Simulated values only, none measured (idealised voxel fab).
The process module that follows is named voxel transistor to metal.
Section shown: cut. Width: 205 nm. Cell size: 5 nm, square.
A cross-section is a grid of square cells, given in bands from the top down. A band is one or more rows of cells.
The entry gives the band's vertical extent as a top height and a bottom height in nm, then its horizontal make-up as materials from left to right, each with a width in nm. "empty" stands for empty space; a single material marked "throughout" fills the band edge to edge.
Heads up on the height convention: 0 is the point under which the incoming wafer is all one material, and the lowest band has no bottom, it just keeps going down, like "from 0 down".
You'd read "30 to 40" like this: the band's top row of cells is as wide as the first number, its bottom row is as wide as the second, and going down, every row changes width by the same amount as the row before did.
"no change occurred" for a step: no cell of the cross-section changed in that step.
"Closed void inventory" enumerates empty spaces isolated from the top, with no open way to it, that contain at least 8 cells, giving each as width x height at distance from the left edge, all three in nm.
Post-settings text on a step line: simulator's own remark regarding the step.
"overlay nm" denotes, for a step that has a mask, the displacement of the mask to the right of its planned place, with negative values corresponding to the left.
Process steps (planned)
step 1: RECEIVE: material Si
step 2: CONFORMAL_DEP: material SiO2, thk nm 5
step 3: CONFORMAL_DEP: material SiN, thk nm 15
step 4: PATTERN: tone cover, mask id ACTIVE, material resist, width nm 105, thk nm 20, overlay nm 0
step 5: DIRECTIONAL_ETCH: etch materials SiN, depth nm 15
step 6: DIRECTIONAL_ETCH: etch materials SiO2, depth nm 5
step 7: DIRECTIONAL_ETCH: etch materials Si, depth nm 20
step 8: STRIP: etch materials resist
step 9: FILL_DEP: material SiO2, thk nm 15
step 10: CMP: height nm 20
step 11: SELECTIVE_ETCH: etch materials SiO2, depth nm 10
step 12: STRIP: etch materials SiN
step 13: SELECTIVE_ETCH: etch materials SiO2, depth nm 5
step 14: OXIDIZE: depth nm 5
step 15: DIRECTIONAL_DEP: material polySi, thk nm 20
step 16: DIRECTIONAL_DEP: material SiCN, thk nm 15
step 17: PATTERN: tone cover, mask id GATE, material resist, width nm 25, thk nm 20, overlay nm 0
step 18: DIRECTIONAL_ETCH: etch materials SiCN, depth nm 25
step 19: DIRECTIONAL_ETCH: etch materials polySi, depth nm 30
step 20: STRIP: etch materials resist
step 21: CONFORMAL_DEP: material SiN, thk nm 10
step 22: DIRECTIONAL_ETCH: etch materials SiN, depth nm 10
step 23: DIRECTIONAL_ETCH: etch materials SiO2, depth nm 5
step 24: DIRECTIONAL_ETCH: etch materials Si, depth nm 15
step 25: EPI: material SiGe, thk nm 15
step 26: FILL_DEP: material SiO2, thk nm 5
step 27: CMP: height nm 35
step 28: DIRECTIONAL_DEP: material SiO2, thk nm 15
step 29: MASKED_ETCH: tone open, mask id CONTACT, width nm 15, pitch nm 80, etch materials SiO2, depth nm 40, overlay nm 0
step 30: CONFORMAL_DEP: material TiN, thk nm 5
step 31: FILL_DEP: material Ru, thk nm 5
step 32: CMP: height nm 50
step 33: CONFORMAL_DEP: material SiN, thk nm 5
step 34: DIRECTIONAL_DEP: material lowk, thk nm 15
step 35: DIRECTIONAL_DEP: material aC, thk nm 10
step 36: PATTERN: tone open, mask id METAL_1, material resist, width nm 15, pitch nm 80, thk nm 30, overlay nm 0
step 37: DIRECTIONAL_ETCH: etch materials aC, depth nm 10
step 38: STRIP: etch materials resist
step 39: DIRECTIONAL_ETCH: etch materials lowk, depth nm 15
step 40: DIRECTIONAL_ETCH: etch materials SiN, depth nm 5
step 41: STRIP: etch materials aC
step 42: CONFORMAL_DEP: material TiN, thk nm 5
step 43: FILL_DEP: material Cu, thk nm 10
step 44: CMP: height nm 70
step 45: CONFORMAL_DEP: material SiCN, thk nm 5
step 46: DIRECTIONAL_DEP: material lowk, thk nm 30
step 47: DIRECTIONAL_DEP: material aC, thk nm 15
step 48: PATTERN: tone open, mask id METAL_2, material resist, width nm 15, pitch nm 80, thk nm 30, overlay nm 0
step 49: DIRECTIONAL_ETCH: etch materials aC, depth nm 15
step 50: STRIP: etch materials resist
step 51: DIRECTIONAL_ETCH: etch materials lowk, depth nm 20
step 52: STRIP: etch materials aC
step 53: MASKED_ETCH: tone open, mask id METAL_2_HOLES, width nm 15, pitch nm 80, etch materials lowk, depth nm 10, overlay nm 0
step 54: MASKED_ETCH: tone open, mask id METAL_2_HOLES, width nm 15, pitch nm 80, etch materials SiCN, depth nm 5, overlay nm -15
step 55: CONFORMAL_DEP: material TiN, thk nm 5
step 56: FILL_DEP: material Cu, thk nm 10
step 57: CMP: height nm 105
step 58: CONFORMAL_DEP: material SiN, thk nm 5
Heads up: all these wafers start the same, and what changes between them is the overlay nm in step 54. The value you see in the plan is just what the first wafer got.
Cross-section of the first of several received wafers, showing its state after step 1
  from 0 down: Si throughout
  Closed void inventory: none
Depicted here is the first of several wafers in cross-section, at module completion following the last step, step 58
  from 110 to 105: SiN throughout
  from 105 to 80: lowk 55 nm  TiN 5 nm  Cu 5 nm  TiN 5 nm  lowk 65 nm  TiN 5 nm  Cu 5 nm  TiN 5 nm  lowk 55 nm
  from 80 to 75: lowk 55 nm  TiN 15 nm  lowk 65 nm  TiN 15 nm  lowk 55 nm
  from 75 to 70: SiCN throughout
  from 70 to 55: lowk 55 nm  TiN 5 nm  Cu 5 nm  TiN 5 nm  lowk 65 nm  TiN 5 nm  Cu 5 nm  TiN 5 nm  lowk 55 nm
  from 55 to 50: SiN 55 nm  TiN 15 nm  SiN 65 nm  TiN 15 nm  SiN 55 nm
  from 50 to 35: SiO2 55 nm  TiN 5 nm  Ru 5 nm  TiN 5 nm  SiO2 65 nm  TiN 5 nm  Ru 5 nm  TiN 5 nm  SiO2 55 nm
  from 35 to 20: SiO2 55 nm  TiN 5 nm  Ru 5 nm  TiN 5 nm  SiO2 10 nm  SiN 10 nm  SiCN 25 nm  SiN 10 nm  SiO2 10 nm  TiN 5 nm  Ru 5 nm  TiN 5 nm  SiO2 55 nm
  from 20 to 15: SiO2 55 nm  TiN 5 nm  Ru 5 nm  TiN 5 nm  SiO2 10 nm  SiN 10 nm  polySi 25 nm  SiN 10 nm  SiO2 10 nm  TiN 5 nm  Ru 5 nm  TiN 5 nm  SiO2 55 nm
  from 15 to 10: SiO2 55 nm  TiN 15 nm  SiO2 10 nm  SiN 10 nm  polySi 25 nm  SiN 10 nm  SiO2 10 nm  TiN 15 nm  SiO2 55 nm
  from 10 to 5: SiO2 50 nm  SiGe 30 nm  SiN 10 nm  polySi 25 nm  SiN 10 nm  SiGe 30 nm  SiO2 50 nm
  from 5 to 0: SiO2 45 nm  SiN 10 nm  SiGe 25 nm  SiN 10 nm  polySi 25 nm  SiN 10 nm  SiGe 25 nm  SiN 10 nm  SiO2 45 nm
  from 0 to -5: SiO2 55 nm  SiGe 25 nm  SiO2 45 nm  SiGe 25 nm  SiO2 55 nm
  from -5 to -20: SiO2 50 nm  Si 5 nm  SiGe 25 nm  Si 45 nm  SiGe 25 nm  Si 5 nm  SiO2 50 nm
  from -20 down: Si throughout
  Closed void inventory: none
Cross-sectional view of the final wafer of several at the module's end
  from 110 to 105: SiN throughout
  from 105 to 80: lowk 55 nm  TiN 5 nm  Cu 5 nm  TiN 5 nm  lowk 65 nm  TiN 5 nm  Cu 5 nm  TiN 5 nm  lowk 55 nm
  from 80 to 75: lowk 55 nm  TiN 15 nm  lowk 65 nm  TiN 15 nm  lowk 55 nm
  from 75 to 70: SiCN throughout
  from 70 to 55: lowk 55 nm  TiN 5 nm  Cu 5 nm  TiN 5 nm  lowk 65 nm  TiN 5 nm  Cu 5 nm  TiN 5 nm  lowk 55 nm
  from 55 to 50: SiN 55 nm  TiN 15 nm  SiN 65 nm  TiN 15 nm  SiN 55 nm
  from 50 to 35: SiO2 55 nm  TiN 5 nm  Ru 5 nm  TiN 5 nm  SiO2 65 nm  TiN 5 nm  Ru 5 nm  TiN 5 nm  SiO2 55 nm
  from 35 to 20: SiO2 55 nm  TiN 5 nm  Ru 5 nm  TiN 5 nm  SiO2 10 nm  SiN 10 nm  SiCN 25 nm  SiN 10 nm  SiO2 10 nm  TiN 5 nm  Ru 5 nm  TiN 5 nm  SiO2 55 nm
  from 20 to 15: SiO2 55 nm  TiN 5 nm  Ru 5 nm  TiN 5 nm  SiO2 10 nm  SiN 10 nm  polySi 25 nm  SiN 10 nm  SiO2 10 nm  TiN 5 nm  Ru 5 nm  TiN 5 nm  SiO2 55 nm
  from 15 to 10: SiO2 55 nm  TiN 15 nm  SiO2 10 nm  SiN 10 nm  polySi 25 nm  SiN 10 nm  SiO2 10 nm  TiN 15 nm  SiO2 55 nm
  from 10 to 5: SiO2 50 nm  SiGe 30 nm  SiN 10 nm  polySi 25 nm  SiN 10 nm  SiGe 30 nm  SiO2 50 nm
  from 5 to 0: SiO2 45 nm  SiN 10 nm  SiGe 25 nm  SiN 10 nm  polySi 25 nm  SiN 10 nm  SiGe 25 nm  SiN 10 nm  SiO2 45 nm
  from 0 to -5: SiO2 55 nm  SiGe 25 nm  SiO2 45 nm  SiGe 25 nm  SiO2 55 nm
  from -5 to -20: SiO2 50 nm  Si 5 nm  SiGe 25 nm  Si 45 nm  SiGe 25 nm  Si 5 nm  SiO2 50 nm
  from -20 down: Si throughout
  Closed void inventory: none
Tabulated below, wafer by wafer, are the end-of-module results: for each material, the number of cells gained (+) or lost (-) relative to the as-received state, followed by the closed voids
overlay nm -15 | +16 Cu | +14 Ru | -131 Si | +56 SiCN | +62 SiGe | +108 SiN | +364 SiO2 | +78 TiN | +315 lowk | +20 polySi | Closed void inventory: none
overlay nm -10 | +16 Cu | +14 Ru | -131 Si | +54 SiCN | +62 SiGe | +108 SiN | +364 SiO2 | +80 TiN | +315 lowk | +20 polySi | Closed void inventory: none
overlay nm -5 | +16 Cu | +14 Ru | -131 Si | +52 SiCN | +62 SiGe | +108 SiN | +364 SiO2 | +82 TiN | +315 lowk | +20 polySi | Closed void inventory: none
overlay nm 0 | +18 Cu | +14 Ru | -131 Si | +50 SiCN | +62 SiGe | +108 SiN | +364 SiO2 | +82 TiN | +315 lowk | +20 polySi | Closed void inventory: none
overlay nm 5 | +16 Cu | +14 Ru | -131 Si | +52 SiCN | +62 SiGe | +108 SiN | +364 SiO2 | +82 TiN | +315 lowk | +20 polySi | Closed void inventory: none
overlay nm 10 | +16 Cu | +14 Ru | -131 Si | +54 SiCN | +62 SiGe | +108 SiN | +364 SiO2 | +80 TiN | +315 lowk | +20 polySi | Closed void inventory: none
overlay nm 15 | +16 Cu | +14 Ru | -131 Si | +56 SiCN | +62 SiGe | +108 SiN | +364 SiO2 | +78 TiN | +315 lowk | +20 polySi | Closed void inventory: none
